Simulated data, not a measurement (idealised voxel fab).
Process module heading - voxel self aligned contacts
Section cut is 270 nm wide and gridded with 5 nm square cells.
How to read a cross-section here: the picture is a grid of square cells, written as bands going from the top down, and any band can span one or more rows of cells.
Basically the band line says how high the top is and how high the bottom is, in nm, and then what's in it from left to right, every material with its width in nm. Empty space shows up as "air", and if a single material carries "throughout" it runs the full band edge to edge.
Height reference: 0 = level under which incoming wafer is all one material. Lowest band: no bottom, runs on downward, e.g. "0 nm and below".
The width entry "30..40" should be interpreted row by row: the top row of cells in the band takes the first number, the bottom row takes the second number, and the change between adjacent rows is uniform throughout.
The cross-section has no changed cell in any step marked "all unchanged".
The label "Tabulated closed voids" introduces a list of the empty spaces, 8 cells or larger, that have no open way up to the top; each entry in it reads width x height at distance, where the distance is taken from the left edge and all three are stated in nm.
Step line, after settings: the simulator's comment on this step.
A step's line can hold "overlay nm"; with a mask on that step, the setting says how far right of the planned place the mask lay, while a negative setting says it lay to the left.

## Intended process steps
1) RECEIVE,material Si
2) OXIDIZE,depth nm 5
3) DIRECTIONAL_DEP,material polySi,thk nm 25
4) DIRECTIONAL_DEP,material SiN,thk nm 25
5) DIRECTIONAL_DEP,material aC,thk nm 15
6) PATTERN,tone cover,mask id GATE,material resist,width nm 35,pitch nm 80,thk nm 30,overlay nm 0
7) DIRECTIONAL_ETCH,etch materials aC,depth nm 15
8) STRIP,etch materials resist
9) DIRECTIONAL_ETCH,etch materials SiN,depth nm 25
10) DIRECTIONAL_ETCH,etch materials polySi,depth nm 25
11) STRIP,etch materials aC
12) CONFORMAL_DEP,material SiN,thk nm 10
13) DIRECTIONAL_ETCH,etch materials SiN,depth nm 10
14) FILL_DEP,material SiO2,thk nm 15
15) CMP,height nm 60
16) DIRECTIONAL_DEP,material aC,thk nm 10
17) PATTERN,tone open,mask id CONTACT,material resist,width nm 65,thk nm 25,overlay nm 0
18) DIRECTIONAL_ETCH,etch materials aC,depth nm 10
19) STRIP,etch materials resist
20) DIRECTIONAL_ETCH,etch materials SiO2,depth nm 65
21) STRIP,etch materials aC
22) CONFORMAL_DEP,material TiN,thk nm 5
23) FILL_DEP,material Ru,thk nm 10
24) CMP,height nm 60
25) CONFORMAL_DEP,material SiN,thk nm 5

## First of two wafers: run as planned

## Cross-section of the wafer at receipt, which is the condition after step 1
  0 nm and below | Si throughout
  Tabulated closed voids: none

## Step 2 complete: cross-section through the wafer
  0 nm to -5 nm | SiO2 throughout
  Lower than -5, everything is as it was.

## Step 3 complete: cross-section through the wafer
  25 nm to 0 nm | polySi throughout
  Lower than 0, everything is as it was.

## Step 4 complete: cross-section through the wafer
  50 nm to 25 nm | SiN throughout
  Lower than 25, everything is as it was.

## Step 5 complete: cross-section through the wafer
  65 nm to 50 nm | aC throughout
  Lower than 50, everything is as it was.

## Step 6 complete: cross-section through the wafer
  95 nm to 65 nm | air (75)  resist (35)  air (45)  resist (35)  air (80)
  Lower than 65, everything is as it was.

## Step 7 complete: cross-section through the wafer
  80 nm to 65 nm | air (75)  resist (35)  air (45)  resist (35)  air (80)
  65 nm to 50 nm | air (75)  aC (35)  air (45)  aC (35)  air (80)
  Lower than 50, everything is as it was.

## Step 8 complete: cross-section through the wafer
  65 nm to 50 nm | air (75)  aC (35)  air (45)  aC (35)  air (80)
  Lower than 50, everything is as it was.

## Step 9 complete: cross-section through the wafer
  65 nm to 50 nm | air (75)  aC (35)  air (45)  aC (35)  air (80)
  50 nm to 25 nm | air (75)  SiN (35)  air (45)  SiN (35)  air (80)
  Lower than 25, everything is as it was.

## Step 10 complete: cross-section through the wafer
  65 nm to 50 nm | air (75)  aC (35)  air (45)  aC (35)  air (80)
  50 nm to 25 nm | air (75)  SiN (35)  air (45)  SiN (35)  air (80)
  25 nm to 0 nm | air (75)  polySi (35)  air (45)  polySi (35)  air (80)
  Lower than 0, everything is as it was.

## Step 11 complete: cross-section through the wafer
  50 nm to 25 nm | air (75)  SiN (35)  air (45)  SiN (35)  air (80)
  Lower than 25, everything is as it was.

## Step 12 complete: cross-section through the wafer
  60 nm to 25 nm | air (65)  SiN (55)  air (25)  SiN (55)  air (70)
  25 nm to 10 nm | air (65)  SiN (10)  polySi (35)  SiN (10)  air (25)  SiN (10)  polySi (35)  SiN (10)  air (70)
  10 nm to 0 nm | SiN (75)  polySi (35)  SiN (45)  polySi (35)  SiN (80)
  Lower than 0, everything is as it was.

## Step 13 complete: cross-section through the wafer
  50 nm to 25 nm | air (65)  SiN (55)  air (25)  SiN (55)  air (70)
  25 nm to 0 nm | air (65)  SiN (10)  polySi (35)  SiN (10)  air (25)  SiN (10)  polySi (35)  SiN (10)  air (70)
  Lower than 0, everything is as it was.

## Step 14 complete: cross-section through the wafer
  65 nm to 50 nm | SiO2 throughout
  50 nm to 25 nm | SiO2 (65)  SiN (55)  SiO2 (25)  SiN (55)  SiO2 (70)
  25 nm to 0 nm | SiO2 (65)  SiN (10)  polySi (35)  SiN (10)  SiO2 (25)  SiN (10)  polySi (35)  SiN (10)  SiO2 (70)
  Lower than 0, everything is as it was.

## Step 15 complete: cross-section through the wafer
  60 nm to 50 nm | SiO2 throughout
  Lower than 50, everything is as it was.

## Step 16 complete: cross-section through the wafer
  70 nm to 60 nm | aC throughout
  Lower than 60, everything is as it was.

## Step 17 complete: cross-section through the wafer
  95 nm to 70 nm | resist (100)  air (65)  resist (105)
  Lower than 70, everything is as it was.

## Step 18 complete: cross-section through the wafer
  85 nm to 70 nm | resist (100)  air (65)  resist (105)
  70 nm to 60 nm | aC (100)  air (65)  aC (105)
  Lower than 60, everything is as it was.

## Step 19 complete: cross-section through the wafer
  70 nm to 60 nm | aC (100)  air (65)  aC (105)
  Lower than 60, everything is as it was.

## Step 20 complete: cross-section through the wafer
  70 nm to 60 nm | aC (100)  air (65)  aC (105)
  60 nm to 50 nm | SiO2 (100)  air (65)  SiO2 (105)
  50 nm to 25 nm | SiO2 (65)  SiN (55)  air (25)  SiN (55)  SiO2 (70)
  25 nm to 0 nm | SiO2 (65)  SiN (10)  polySi (35)  SiN (10)  air (25)  SiN (10)  polySi (35)  SiN (10)  SiO2 (70)
  0 nm to -5 nm | SiO2 (120)  air (25)  SiO2 (125)
  Lower than -5, everything is as it was.

## Step 21 complete: cross-section through the wafer
  60 nm to 50 nm | SiO2 (100)  air (65)  SiO2 (105)
  Lower than 50, everything is as it was.

## Step 22 complete: cross-section through the wafer
  65 nm to 60 nm | TiN (105)  air (55)  TiN (110)
  60 nm to 50 nm | SiO2 (100)  TiN (5..25)  air (55..15)  TiN (5..25)  SiO2 (105)
  50 nm to 25 nm | SiO2 (65)  SiN (55)  TiN (5)  air (15)  TiN (5)  SiN (55)  SiO2 (70)
  25 nm to 0 nm | SiO2 (65)  SiN (10)  polySi (35)  SiN (10)  TiN (5)  air (15)  TiN (5)  SiN (10)  polySi (35)  SiN (10)  SiO2 (70)
  0 nm to -5 nm | SiO2 (120)  TiN (25)  SiO2 (125)
  Lower than -5, everything is as it was.

## Step 23 complete: cross-section through the wafer
  75 nm to 65 nm | Ru throughout
  65 nm to 60 nm | TiN (105)  Ru (55)  TiN (110)
  60 nm to 50 nm | SiO2 (100)  TiN (5..25)  Ru (55..15)  TiN (5..25)  SiO2 (105)
  50 nm to 25 nm | SiO2 (65)  SiN (55)  TiN (5)  Ru (15)  TiN (5)  SiN (55)  SiO2 (70)
  25 nm to 0 nm | SiO2 (65)  SiN (10)  polySi (35)  SiN (10)  TiN (5)  Ru (15)  TiN (5)  SiN (10)  polySi (35)  SiN (10)  SiO2 (70)
  Lower than 0, everything is as it was.

## Step 24 complete: cross-section through the wafer
  60 nm to 50 nm | SiO2 (100)  TiN (5..25)  Ru (55..15)  TiN (5..25)  SiO2 (105)
  Lower than 50, everything is as it was.

## Step 25 complete: cross-section through the wafer
  65 nm to 60 nm | SiN throughout
  Lower than 60, everything is as it was.

## Companion wafer, the second of two: same beginning, same intended sequence, one mistake in carrying it out; through step 5 inclusive it tracks the first exactly

## Second wafer, sectioned view, at step 6's planned end time
  95 nm to 65 nm | air (75)  resist (40)  air (40)  resist (40)  air (75)
  Lower than 65, everything is as it was.

## Second wafer, sectioned view, at step 7's planned end time
  80 nm to 65 nm | air (75)  resist (40)  air (40)  resist (40)  air (75)
  65 nm to 50 nm | air (75)  aC (40)  air (40)  aC (40)  air (75)
  Lower than 50, everything is as it was.

## Second wafer, sectioned view, at step 8's planned end time
  65 nm to 50 nm | air (75)  aC (40)  air (40)  aC (40)  air (75)
  Lower than 50, everything is as it was.

## Second wafer, sectioned view, at step 9's planned end time
  65 nm to 50 nm | air (75)  aC (40)  air (40)  aC (40)  air (75)
  50 nm to 25 nm | air (75)  SiN (40)  air (40)  SiN (40)  air (75)
  Lower than 25, everything is as it was.

## Second wafer, sectioned view, at step 10's planned end time
  65 nm to 50 nm | air (75)  aC (40)  air (40)  aC (40)  air (75)
  50 nm to 25 nm | air (75)  SiN (40)  air (40)  SiN (40)  air (75)
  25 nm to 0 nm | air (75)  polySi (40)  air (40)  polySi (40)  air (75)
  Lower than 0, everything is as it was.

## Second wafer, sectioned view, at step 11's planned end time
  50 nm to 25 nm | air (75)  SiN (40)  air (40)  SiN (40)  air (75)
  Lower than 25, everything is as it was.

## Second wafer, sectioned view, at step 12's planned end time
  60 nm to 25 nm | air (65)  SiN (60)  air (20)  SiN (60)  air (65)
  25 nm to 10 nm | air (65)  SiN (10)  polySi (40)  SiN (10)  air (20)  SiN (10)  polySi (40)  SiN (10)  air (65)
  10 nm to 0 nm | SiN (75)  polySi (40)  SiN (40)  polySi (40)  SiN (75)
  Lower than 0, everything is as it was.

## Second wafer, sectioned view, at step 13's planned end time
  50 nm to 25 nm | air (65)  SiN (60)  air (20)  SiN (60)  air (65)
  25 nm to 0 nm | air (65)  SiN (10)  polySi (40)  SiN (10)  air (20)  SiN (10)  polySi (40)  SiN (10)  air (65)
  Lower than 0, everything is as it was.

## Second wafer, sectioned view, at step 14's planned end time
  65 nm to 50 nm | SiO2 throughout
  50 nm to 25 nm | SiO2 (65)  SiN (60)  SiO2 (20)  SiN (60)  SiO2 (65)
  25 nm to 0 nm | SiO2 (65)  SiN (10)  polySi (40)  SiN (10)  SiO2 (20)  SiN (10)  polySi (40)  SiN (10)  SiO2 (65)
  Lower than 0, everything is as it was.

## Second wafer, sectioned view, at step 15's planned end time
  60 nm to 50 nm | SiO2 throughout
  Lower than 50, everything is as it was.

## Second wafer, sectioned view, at step 16's planned end time
  70 nm to 60 nm | aC throughout
  Lower than 60, everything is as it was.

## Second wafer, sectioned view, at step 17's planned end time
  95 nm to 70 nm | resist (100)  air (65)  resist (105)
  Lower than 70, everything is as it was.

## Second wafer, sectioned view, at step 18's planned end time
  85 nm to 70 nm | resist (100)  air (65)  resist (105)
  70 nm to 60 nm | aC (100)  air (65)  aC (105)
  Lower than 60, everything is as it was.

## Second wafer, sectioned view, at step 19's planned end time
  70 nm to 60 nm | aC (100)  air (65)  aC (105)
  Lower than 60, everything is as it was.

## Second wafer, sectioned view, at step 20's planned end time
  70 nm to 60 nm | aC (100)  air (65)  aC (105)
  60 nm to 50 nm | SiO2 (100)  air (65)  SiO2 (105)
  50 nm to 25 nm | SiO2 (65)  SiN (60)  air (20)  SiN (60)  SiO2 (65)
  25 nm to 0 nm | SiO2 (65)  SiN (10)  polySi (40)  SiN (10)  air (20)  SiN (10)  polySi (40)  SiN (10)  SiO2 (65)
  0 nm to -5 nm | SiO2 (125)  air (20)  SiO2 (125)
  Lower than -5, everything is as it was.

## Second wafer, sectioned view, at step 21's planned end time
  60 nm to 50 nm | SiO2 (100)  air (65)  SiO2 (105)
  Lower than 50, everything is as it was.

## Second wafer, sectioned view, at step 22's planned end time
  65 nm to 60 nm | TiN (105)  air (55)  TiN (110)
  60 nm to 50 nm | SiO2 (100)  TiN (5..30)  air (55..10)  TiN (5..25)  SiO2 (105)
  50 nm to 25 nm | SiO2 (65)  SiN (60)  TiN (5)  air (10)  TiN (5)  SiN (60)  SiO2 (65)
  25 nm to 0 nm | SiO2 (65)  SiN (10)  polySi (40)  SiN (10)  TiN (5)  air (10)  TiN (5)  SiN (10)  polySi (40)  SiN (10)  SiO2 (65)
  0 nm to -5 nm | SiO2 (125)  TiN (20)  SiO2 (125)
  Lower than -5, everything is as it was.

## Second wafer, sectioned view, at step 23's planned end time
  75 nm to 65 nm | Ru throughout
  65 nm to 60 nm | TiN (105)  Ru (55)  TiN (110)
  60 nm to 50 nm | SiO2 (100)  TiN (5..30)  Ru (55..10)  TiN (5..25)  SiO2 (105)
  50 nm to 25 nm | SiO2 (65)  SiN (60)  TiN (5)  Ru (10)  TiN (5)  SiN (60)  SiO2 (65)
  25 nm to 0 nm | SiO2 (65)  SiN (10)  polySi (40)  SiN (10)  TiN (5)  Ru (10)  TiN (5)  SiN (10)  polySi (40)  SiN (10)  SiO2 (65)
  Lower than 0, everything is as it was.

## Second wafer, sectioned view, at step 24's planned end time
  60 nm to 50 nm | SiO2 (100)  TiN (5..30)  Ru (55..10)  TiN (5..25)  SiO2 (105)
  Lower than 50, everything is as it was.

## Second wafer, sectioned view, at step 25's planned end time
  65 nm to 60 nm | SiN throughout
  Lower than 60, everything is as it was.
Run error: it should be noted that step 6 was executed with settings other than those planned, the operation and settings actually applied being PATTERN,tone cover,mask id GATE,material resist,width nm 40,pitch nm 80,thk nm 30,overlay nm 0
Final wafer comparison in cells, second versus first, more or fewer per material: Ru: 11 fewer; SiN: 10 more; SiO2: 9 fewer; polySi: 10 more
